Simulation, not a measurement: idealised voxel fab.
process module | voxel wiring stack
cross-section cut | 240 nm wide | cells 5 nm
A cross-section is a grid of square cells, given in bands from the top down. A band is one or more rows of cells.
Each band's line starts with the height of the band's top and of its bottom, in nm. Then come its materials from left to right, each with its width in nm. One material with "throughout" fills the band from edge to edge. "air" is empty space.
Height 0 is the level under which the wafer as received is all one material. The lowest band goes on downwards, as in "0 down".
A width such as "30 to 40" changes by the same amount from each row of cells to the next, from the band's top row to its bottom row.
"no change" after a step means that no cell of the cross-section changed.
closed voids: empty space of 8 cells or more with no open way to the top, each as width x height at its distance from the left edge, in nm
after a step's settings: what the simulator itself notes on the step
overlay nm, on a step with a mask: how far to the right of its planned place the mask lay; to the left if negative
plan
1 op RECEIVE | material Si
2 op CONFORMAL_DEP | material SiO2 | thk nm 10
3 op DIRECTIONAL_DEP | material TiN | thk nm 5
4 op DIRECTIONAL_DEP | material Ru | thk nm 15
5 op PATTERN | tone cover | mask id METAL_1 | material resist | width nm 25 | pitch nm 40 | thk nm 15 | overlay nm 0
6 op DIRECTIONAL_ETCH | etch materials Ru | depth nm 15
7 op DIRECTIONAL_ETCH | etch materials TiN | depth nm 5
8 op STRIP | etch materials resist
9 op CONFORMAL_DEP | material SiN | thk nm 5
10 op FILL_DEP | material SiO2 | thk nm 10
11 op CMP | height nm 30
12 op CONFORMAL_DEP | material SiCN | thk nm 5
13 op DIRECTIONAL_DEP | material SiO2 | thk nm 35
14 op MASKED_ETCH | tone open | mask id METAL_2 | width nm 25 | pitch nm 40 | etch materials SiO2 | depth nm 20 | overlay nm 0
15 op DIRECTIONAL_DEP | material aC | thk nm 15
16 op PATTERN | tone open | mask id METAL_2_HOLES | material resist | width nm 15 | pitch nm 40 | thk nm 30 | overlay nm 0
17 op DIRECTIONAL_ETCH | etch materials aC | depth nm 15
18 op STRIP | etch materials resist
19 op DIRECTIONAL_ETCH | etch materials SiO2 | depth nm 15
20 op DIRECTIONAL_ETCH | etch materials SiCN | depth nm 5
21 op STRIP | etch materials aC
22 op CONFORMAL_DEP | material TiN | thk nm 5
23 op FILL_DEP | material Cu | thk nm 10
24 op CMP | height nm 70
25 op CONFORMAL_DEP | material SiCN | thk nm 5
26 op DIRECTIONAL_DEP | material lowk | thk nm 20
27 op PATTERN | tone open | mask id PLUG_2 | material resist | width nm 15 | pitch nm 80 | thk nm 20 | overlay nm 0
28 op DIRECTIONAL_ETCH | etch materials lowk | depth nm 20
29 op DIRECTIONAL_ETCH | etch materials SiCN | depth nm 5
30 op STRIP | etch materials resist
31 op EPI | material Ru | thk nm 10
32 op EPI | material Ru | thk nm 10
33 op EPI | material Ru | thk nm 5
34 op DIRECTIONAL_DEP | material TiN | thk nm 5
35 op DIRECTIONAL_DEP | material W | thk nm 15
36 op PATTERN | tone cover | mask id METAL_3 | material resist | width nm 25 | pitch nm 40 | thk nm 20 | overlay nm 0
37 op DIRECTIONAL_ETCH | etch materials W | depth nm 15
38 op DIRECTIONAL_ETCH | etch materials TiN | depth nm 5
39 op STRIP | etch materials resist
40 op CONFORMAL_DEP | material SiCN | thk nm 5
41 op FILL_DEP | material SiO2 | thk nm 10
42 op CMP | height nm 115
43 op CONFORMAL_DEP | material SiCN | thk nm 5
first wafer, as planned
as received, after step 1
  0 down: Si throughout
  closed voids: none
after step 2
  10 to 0: SiO2 throughout
  below 0: unchanged
after step 3
  15 to 10: TiN throughout
  below 10: unchanged
after step 4
  30 to 15: Ru throughout
  below 15: unchanged
after step 5
  45 to 30: air 45 | resist 25 | air 15 | resist 25 | air 15 | resist 25 | air 15 | resist 25 | air 50
  below 30: unchanged
after step 6
  45 to 30: air 45 | resist 25 | air 15 | resist 25 | air 15 | resist 25 | air 15 | resist 25 | air 50
  30 to 15: air 45 | Ru 25 | air 15 | Ru 25 | air 15 | Ru 25 | air 15 | Ru 25 | air 50
  below 15: unchanged
after step 7
  45 to 30: air 45 | resist 25 | air 15 | resist 25 | air 15 | resist 25 | air 15 | resist 25 | air 50
  30 to 15: air 45 | Ru 25 | air 15 | Ru 25 | air 15 | Ru 25 | air 15 | Ru 25 | air 50
  15 to 10: air 45 | TiN 25 | air 15 | TiN 25 | air 15 | TiN 25 | air 15 | TiN 25 | air 50
  below 10: unchanged
after step 8
  30 to 15: air 45 | Ru 25 | air 15 | Ru 25 | air 15 | Ru 25 | air 15 | Ru 25 | air 50
  below 15: unchanged
after step 9
  35 to 30: air 40 | SiN 35 | air 5 | SiN 35 | air 5 | SiN 35 | air 5 | SiN 35 | air 45
  30 to 15: air 40 | SiN 5 | Ru 25 | SiN 5 | air 5 | SiN 5 | Ru 25 | SiN 5 | air 5 | SiN 5 | Ru 25 | SiN 5 | air 5 | SiN 5 | Ru 25 | SiN 5 | air 45
  15 to 10: SiN 45 | TiN 25 | SiN 15 | TiN 25 | SiN 15 | TiN 25 | SiN 15 | TiN 25 | SiN 50
  below 10: unchanged
after step 10
  45 to 35: SiO2 throughout
  35 to 30: SiO2 40 | SiN 35 | SiO2 5 | SiN 35 | SiO2 5 | SiN 35 | SiO2 5 | SiN 35 | SiO2 45
  30 to 15: SiO2 40 | SiN 5 | Ru 25 | SiN 5 | SiO2 5 | SiN 5 | Ru 25 | SiN 5 | SiO2 5 | SiN 5 | Ru 25 | SiN 5 | SiO2 5 | SiN 5 | Ru 25 | SiN 5 | SiO2 45
  below 15: unchanged
after step 11
  30 to 15: SiO2 40 | SiN 5 | Ru 25 | SiN 5 | SiO2 5 | SiN 5 | Ru 25 | SiN 5 | SiO2 5 | SiN 5 | Ru 25 | SiN 5 | SiO2 5 | SiN 5 | Ru 25 | SiN 5 | SiO2 45
  below 15: unchanged
after step 12
  35 to 30: SiCN throughout
  below 30: unchanged
after step 13
  70 to 35: SiO2 throughout
  below 35: unchanged
after step 14
  70 to 50: SiO2 45 | air 25 | SiO2 15 | air 25 | SiO2 15 | air 25 | SiO2 15 | air 25 | SiO2 50
  below 50: unchanged
after step 15
  85 to 70: aC 45 | air 25 | aC 15 | air 25 | aC 15 | air 25 | aC 15 | air 25 | aC 50
  70 to 65: SiO2 45 | air 25 | SiO2 15 | air 25 | SiO2 15 | air 25 | SiO2 15 | air 25 | SiO2 50
  65 to 50: SiO2 45 | aC 25 | SiO2 15 | aC 25 | SiO2 15 | aC 25 | SiO2 15 | aC 25 | SiO2 50
  below 50: unchanged
after step 16
  115 to 85: resist 45 | air 15 | resist 25 | air 15 | resist 25 | air 15 | resist 25 | air 15 | resist 60
  85 to 70: aC 45 | air 15 | resist 10 | aC 15 | air 15 | resist 10 | aC 15 | air 15 | resist 10 | aC 15 | air 15 | resist 10 | aC 50
  70 to 65: SiO2 45 | air 15 | resist 10 | SiO2 15 | air 15 | resist 10 | SiO2 15 | air 15 | resist 10 | SiO2 15 | air 15 | resist 10 | SiO2 50
  below 65: unchanged
after step 17
  100 to 85: resist 45 | air 15 | resist 25 | air 15 | resist 25 | air 15 | resist 25 | air 15 | resist 60
  85 to 70: aC 45 | air 15 | resist 10 | aC 15 | air 15 | resist 10 | aC 15 | air 15 | resist 10 | aC 15 | air 15 | resist 10 | aC 50
  70 to 65: SiO2 45 | air 15 | resist 10 | SiO2 15 | air 15 | resist 10 | SiO2 15 | air 15 | resist 10 | SiO2 15 | air 15 | resist 10 | SiO2 50
  65 to 50: SiO2 45 | air 15 | aC 10 | SiO2 15 | air 15 | aC 10 | SiO2 15 | air 15 | aC 10 | SiO2 15 | air 15 | aC 10 | SiO2 50
  below 50: unchanged
after step 18
  85 to 70: aC 45 | air 25 | aC 15 | air 25 | aC 15 | air 25 | aC 15 | air 25 | aC 50
  70 to 65: SiO2 45 | air 25 | SiO2 15 | air 25 | SiO2 15 | air 25 | SiO2 15 | air 25 | SiO2 50
  below 65: unchanged
after step 19
  85 to 70: aC 45 | air 25 | aC 15 | air 25 | aC 15 | air 25 | aC 15 | air 25 | aC 50
  70 to 65: SiO2 45 | air 25 | SiO2 15 | air 25 | SiO2 15 | air 25 | SiO2 15 | air 25 | SiO2 50
  65 to 50: SiO2 45 | air 15 | aC 10 | SiO2 15 | air 15 | aC 10 | SiO2 15 | air 15 | aC 10 | SiO2 15 | air 15 | aC 10 | SiO2 50
  50 to 35: SiO2 45 | air 15 | SiO2 25 | air 15 | SiO2 25 | air 15 | SiO2 25 | air 15 | SiO2 60
  below 35: unchanged
after step 20
  85 to 70: aC 45 | air 25 | aC 15 | air 25 | aC 15 | air 25 | aC 15 | air 25 | aC 50
  70 to 65: SiO2 45 | air 25 | SiO2 15 | air 25 | SiO2 15 | air 25 | SiO2 15 | air 25 | SiO2 50
  65 to 50: SiO2 45 | air 15 | aC 10 | SiO2 15 | air 15 | aC 10 | SiO2 15 | air 15 | aC 10 | SiO2 15 | air 15 | aC 10 | SiO2 50
  50 to 35: SiO2 45 | air 15 | SiO2 25 | air 15 | SiO2 25 | air 15 | SiO2 25 | air 15 | SiO2 60
  35 to 30: SiCN 45 | air 15 | SiCN 25 | air 15 | SiCN 25 | air 15 | SiCN 25 | air 15 | SiCN 60
  below 30: unchanged
after step 21
  70 to 50: SiO2 45 | air 25 | SiO2 15 | air 25 | SiO2 15 | air 25 | SiO2 15 | air 25 | SiO2 50
  below 50: unchanged
after step 22
  75 to 70: TiN 50 | air 15 | TiN 25 | air 15 | TiN 25 | air 15 | TiN 25 | air 15 | TiN 55
  70 to 55: SiO2 45 | TiN 5 | air 15 | TiN 5 | SiO2 15 | TiN 5 | air 15 | TiN 5 | SiO2 15 | TiN 5 | air 15 | TiN 5 | SiO2 15 | TiN 5 | air 15 | TiN 5 | SiO2 50
  55 to 50: SiO2 45 | TiN 5 | air 5 | TiN 15 | SiO2 15 | TiN 5 | air 5 | TiN 15 | SiO2 15 | TiN 5 | air 5 | TiN 15 | SiO2 15 | TiN 5 | air 5 | TiN 15 | SiO2 50
  50 to 35: SiO2 45 | TiN 5 | air 5 | TiN 5 | SiO2 25 | TiN 5 | air 5 | TiN 5 | SiO2 25 | TiN 5 | air 5 | TiN 5 | SiO2 25 | TiN 5 | air 5 | TiN 5 | SiO2 60
  35 to 30: SiCN 45 | TiN 15 | SiCN 25 | TiN 15 | SiCN 25 | TiN 15 | SiCN 25 | TiN 15 | SiCN 60
  below 30: unchanged
after step 23
  85 to 75: Cu throughout
  75 to 70: TiN 50 | Cu 15 | TiN 25 | Cu 15 | TiN 25 | Cu 15 | TiN 25 | Cu 15 | TiN 55
  70 to 55: SiO2 45 | TiN 5 | Cu 15 | TiN 5 | SiO2 15 | TiN 5 | Cu 15 | TiN 5 | SiO2 15 | TiN 5 | Cu 15 | TiN 5 | SiO2 15 | TiN 5 | Cu 15 | TiN 5 | SiO2 50
  55 to 50: SiO2 45 | TiN 5 | Cu 5 | TiN 15 | SiO2 15 | TiN 5 | Cu 5 | TiN 15 | SiO2 15 | TiN 5 | Cu 5 | TiN 15 | SiO2 15 | TiN 5 | Cu 5 | TiN 15 | SiO2 50
  50 to 35: SiO2 45 | TiN 5 | Cu 5 | TiN 5 | SiO2 25 | TiN 5 | Cu 5 | TiN 5 | SiO2 25 | TiN 5 | Cu 5 | TiN 5 | SiO2 25 | TiN 5 | Cu 5 | TiN 5 | SiO2 60
  below 35: unchanged
after step 24
  70 to 55: SiO2 45 | TiN 5 | Cu 15 | TiN 5 | SiO2 15 | TiN 5 | Cu 15 | TiN 5 | SiO2 15 | TiN 5 | Cu 15 | TiN 5 | SiO2 15 | TiN 5 | Cu 15 | TiN 5 | SiO2 50
  below 55: unchanged
after step 25
  75 to 70: SiCN throughout
  below 70: unchanged
after step 26
  95 to 75: lowk throughout
  below 75: unchanged
after step 27
  115 to 95: resist 45 | air 15 | resist 65 | air 15 | resist 100
  below 95: unchanged
after step 28
  115 to 95: resist 45 | air 15 | resist 65 | air 15 | resist 100
  95 to 75: lowk 45 | air 15 | lowk 65 | air 15 | lowk 100
  below 75: unchanged
after step 29
  115 to 95: resist 45 | air 15 | resist 65 | air 15 | resist 100
  95 to 75: lowk 45 | air 15 | lowk 65 | air 15 | lowk 100
  75 to 70: SiCN 45 | air 15 | SiCN 65 | air 15 | SiCN 100
  below 70: unchanged
after step 30
  95 to 75: lowk 45 | air 15 | lowk 65 | air 15 | lowk 100
  below 75: unchanged
after step 31
  95 to 80: lowk 45 | air 15 | lowk 65 | air 15 | lowk 100
  80 to 75: lowk 45 | Ru 15 | lowk 65 | Ru 15 | lowk 100
  75 to 70: SiCN 45 | Ru 15 | SiCN 65 | Ru 15 | SiCN 100
  below 70: unchanged
after step 32
  95 to 90: lowk 45 | air 15 | lowk 65 | air 15 | lowk 100
  90 to 75: lowk 45 | Ru 15 | lowk 65 | Ru 15 | lowk 100
  below 75: unchanged
after step 33
  95 to 75: lowk 45 | Ru 15 | lowk 65 | Ru 15 | lowk 100
  below 75: unchanged
after step 34
  100 to 95: TiN throughout
  below 95: unchanged
after step 35
  115 to 100: W throughout
  below 100: unchanged
after step 36
  135 to 115: air 45 | resist 25 | air 15 | resist 25 | air 15 | resist 25 | air 15 | resist 25 | air 50
  below 115: unchanged
after step 37
  135 to 115: air 45 | resist 25 | air 15 | resist 25 | air 15 | resist 25 | air 15 | resist 25 | air 50
  115 to 100: air 45 | W 25 | air 15 | W 25 | air 15 | W 25 | air 15 | W 25 | air 50
  below 100: unchanged
after step 38
  135 to 115: air 45 | resist 25 | air 15 | resist 25 | air 15 | resist 25 | air 15 | resist 25 | air 50
  115 to 100: air 45 | W 25 | air 15 | W 25 | air 15 | W 25 | air 15 | W 25 | air 50
  100 to 95: air 45 | TiN 25 | air 15 | TiN 25 | air 15 | TiN 25 | air 15 | TiN 25 | air 50
  below 95: unchanged
after step 39
  115 to 100: air 45 | W 25 | air 15 | W 25 | air 15 | W 25 | air 15 | W 25 | air 50
  below 100: unchanged
after step 40
  120 to 115: air 40 | SiCN 35 | air 5 | SiCN 35 | air 5 | SiCN 35 | air 5 | SiCN 35 | air 45
  115 to 100: air 40 | SiCN 5 | W 25 | SiCN 5 | air 5 | SiCN 5 | W 25 | SiCN 5 | air 5 | SiCN 5 | W 25 | SiCN 5 | air 5 | SiCN 5 | W 25 | SiCN 5 | air 45
  100 to 95: SiCN 45 | TiN 25 | SiCN 15 | TiN 25 | SiCN 15 | TiN 25 | SiCN 15 | TiN 25 | SiCN 50
  below 95: unchanged
after step 41
  130 to 120: SiO2 throughout
  120 to 115: SiO2 40 | SiCN 35 | SiO2 5 | SiCN 35 | SiO2 5 | SiCN 35 | SiO2 5 | SiCN 35 | SiO2 45
  115 to 100: SiO2 40 | SiCN 5 | W 25 | SiCN 5 | SiO2 5 | SiCN 5 | W 25 | SiCN 5 | SiO2 5 | SiCN 5 | W 25 | SiCN 5 | SiO2 5 | SiCN 5 | W 25 | SiCN 5 | SiO2 45
  below 100: unchanged
after step 42
  115 to 100: SiO2 40 | SiCN 5 | W 25 | SiCN 5 | SiO2 5 | SiCN 5 | W 25 | SiCN 5 | SiO2 5 | SiCN 5 | W 25 | SiCN 5 | SiO2 5 | SiCN 5 | W 25 | SiCN 5 | SiO2 45
  below 100: unchanged
after step 43
  120 to 115: SiCN throughout
  below 115: unchanged
second wafer: like start, like plan, one mistake. Through step 35 it matches the first wafer
when step 36 should have ended
  135 to 115: resist 45 | air 25 | resist 15 | air 25 | resist 15 | air 25 | resist 15 | air 25 | resist 50
  below 115: unchanged
when step 37 should have ended
  135 to 115: resist 45 | air 25 | resist 15 | air 25 | resist 15 | air 25 | resist 15 | air 25 | resist 50
  115 to 100: W 45 | air 25 | W 15 | air 25 | W 15 | air 25 | W 15 | air 25 | W 50
  below 100: unchanged
when step 38 should have ended
  135 to 115: resist 45 | air 25 | resist 15 | air 25 | resist 15 | air 25 | resist 15 | air 25 | resist 50
  115 to 100: W 45 | air 25 | W 15 | air 25 | W 15 | air 25 | W 15 | air 25 | W 50
  100 to 95: TiN 45 | air 25 | TiN 15 | air 25 | TiN 15 | air 25 | TiN 15 | air 25 | TiN 50
  below 95: unchanged
when step 39 should have ended
  115 to 100: W 45 | air 25 | W 15 | air 25 | W 15 | air 25 | W 15 | air 25 | W 50
  below 100: unchanged
when step 40 should have ended
  120 to 115: SiCN 50 | air 15 | SiCN 25 | air 15 | SiCN 25 | air 15 | SiCN 25 | air 15 | SiCN 55
  115 to 100: W 45 | SiCN 5 | air 15 | SiCN 5 | W 15 | SiCN 5 | air 15 | SiCN 5 | W 15 | SiCN 5 | air 15 | SiCN 5 | W 15 | SiCN 5 | air 15 | SiCN 5 | W 50
  100 to 95: TiN 45 | SiCN 25 | TiN 15 | SiCN 25 | TiN 15 | SiCN 25 | TiN 15 | SiCN 25 | TiN 50
  below 95: unchanged
when step 41 should have ended
  130 to 120: SiO2 throughout
  120 to 115: SiCN 50 | SiO2 15 | SiCN 25 | SiO2 15 | SiCN 25 | SiO2 15 | SiCN 25 | SiO2 15 | SiCN 55
  115 to 100: W 45 | SiCN 5 | SiO2 15 | SiCN 5 | W 15 | SiCN 5 | SiO2 15 | SiCN 5 | W 15 | SiCN 5 | SiO2 15 | SiCN 5 | W 15 | SiCN 5 | SiO2 15 | SiCN 5 | W 50
  below 100: unchanged
when step 42 should have ended
  115 to 100: W 45 | SiCN 5 | SiO2 15 | SiCN 5 | W 15 | SiCN 5 | SiO2 15 | SiCN 5 | W 15 | SiCN 5 | SiO2 15 | SiCN 5 | W 15 | SiCN 5 | SiO2 15 | SiCN 5 | W 50
  below 100: unchanged
when step 43 should have ended
  120 to 115: SiCN throughout
  below 115: unchanged
what went wrong: step 36 ran as: op PATTERN | tone open | mask id METAL_3 | material resist | width nm 25 | pitch nm 40 | thk nm 20 | overlay nm 0
at the end the second wafer has, in cells: 8 fewer of SiCN | 24 fewer of SiO2 | 8 more of TiN | 24 more of W
